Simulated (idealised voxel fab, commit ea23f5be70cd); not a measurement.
process module | voxel released beams
cross-section cut | 255 nm wide | cells 5 nm
A cross-section is a grid of square cells, given in bands from the top down. A band is one or more rows of cells.
Each band's line starts with the height of the band's top and of its bottom, in nm. Then come its materials from left to right, each with its width in nm. One material with "throughout" fills the band from edge to edge. "air" is empty space.
Height 0 is the level under which the wafer as received is all one material. The lowest band goes on downwards, as in "0 down".
A width such as "30 to 40" changes by the same amount from each row of cells to the next, from the band's top row to its bottom row.
"no change" after a step means that no cell of the cross-section changed.
closed voids: empty space of 8 cells or more with no open way to the top, each as width x height at its distance from the left edge, in nm
after a step's settings: what the simulator itself notes on the step
overlay nm, on a step with a mask: how far to the right of its planned place the mask lay; to the left if negative
plan
1 op RECEIVE | material Si
2 op CONFORMAL_DEP | material Al2O3 | thk nm 10
3 op DIRECTIONAL_DEP | material SiO2 | thk nm 15
4 op DIRECTIONAL_DEP | material aC | thk nm 15
5 op PATTERN | tone open | mask id ANCHOR | material resist | width nm 45 | thk nm 30 | overlay nm -15
6 op DIRECTIONAL_ETCH | etch materials aC | depth nm 15
7 op STRIP | etch materials resist
8 op DIRECTIONAL_ETCH | etch materials SiO2 | depth nm 15
9 op STRIP | etch materials aC
10 op CONFORMAL_DEP | material polySi | thk nm 15
11 op PATTERN | tone cover | mask id BEAM | material resist | width nm 110 | thk nm 20 | overlay nm 0
12 op DIRECTIONAL_ETCH | etch materials polySi | depth nm 15
13 op STRIP | etch materials resist
14 op STRIP | etch materials SiO2
varied across the wafers: overlay nm of step 5. The plan shows the first wafer's value. All wafers start alike
first wafer as received, after step 1
  0 down: Si throughout
  closed voids: none
first wafer at the end, after step 14
  40 to 25: air 70 | polySi 5 | air 15 | polySi 90 | air 75
  25 to 10: air 60 | polySi 45 | air 150
  10 to 0: Al2O3 throughout
  0 down: Si throughout
  closed voids: none
last wafer at the end
  40 to 25: air 70 | polySi 35 | air 15 | polySi 60 | air 75
  25 to 10: air 90 | polySi 45 | air 120
  10 to 0: Al2O3 throughout
  0 down: Si throughout
  closed voids: none
each wafer at the end: cells of each material gained (+) or lost (-) since it was received, then its closed voids
overlay nm -15 | +102 Al2O3 | +84 polySi | closed voids: none
overlay nm -10 | +102 Al2O3 | +84 polySi | closed voids: none
overlay nm -5 | +102 Al2O3 | +84 polySi | closed voids: none
overlay nm 0 | +102 Al2O3 | +84 polySi | closed voids: none
overlay nm 5 | +102 Al2O3 | +84 polySi | closed voids: none
overlay nm 10 | +102 Al2O3 | +84 polySi | closed voids: none
overlay nm 15 | +102 Al2O3 | +84 polySi | closed voids: none
